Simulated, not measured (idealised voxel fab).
process module | voxel ribs on slabs
cross-section cut | 175 nm wide | cells 5 nm
A cross-section is a grid of square cells, given in bands from the top down. A band is one or more rows of cells.
Each band's line starts with the height of the band's top and of its bottom, in nm. Then come its materials from left to right, each with its width in nm. One material with "throughout" fills the band from edge to edge. "air" is empty space.
Height 0 is the level under which the wafer as received is all one material. The lowest band goes on downwards, as in "0 down".
A width such as "30 to 40" changes by the same amount from each row of cells to the next, from the band's top row to its bottom row.
"no change" after a step means that no cell of the cross-section changed.
closed voids: empty space of 8 cells or more with no open way to the top, each as width x height at its distance from the left edge, in nm
after a step's settings: what the simulator itself notes on the step
overlay nm, on a step with a mask: how far to the right of its planned place the mask lay; to the left if negative
plan
1 op RECEIVE | material Si
2 op DIRECTIONAL_DEP | material SiO2 | thk nm 20
3 op DIRECTIONAL_DEP | material polySi | thk nm 20
4 op PATTERN | tone cover | mask id RIB | material resist | width nm 20 | thk nm 20 | overlay nm 0
5 op DIRECTIONAL_ETCH | etch materials polySi | depth nm 10
6 op STRIP | etch materials resist
7 op MASKED_ETCH | tone cover | mask id SLAB | width nm 50 | etch materials polySi | depth nm 10 | overlay nm 0
8 op FILL_DEP | material SiO2 | thk nm 25
9 op CMP | height nm 60
10 op DIRECTIONAL_DEP | material TiN | thk nm 5
11 op MASKED_ETCH | tone cover | mask id HEATER | width nm 30 | etch materials TiN | depth nm 5 | overlay nm 0
12 op CONFORMAL_DEP | material SiN | thk nm 5
as received, after step 1
  0 down: Si throughout
  closed voids: none
a wafer at the end: this start, this plan, one mistake
  65 to 60: air 70 | TiN 30 | air 75
  60 to 40: SiO2 throughout
  40 to 30: SiO2 75 | polySi 20 | SiO2 80
  30 to 20: SiO2 60 | polySi 50 | SiO2 65
  20 to 0: SiO2 throughout
  0 down: Si throughout
  closed voids: none
what went wrong: step 12 was left out
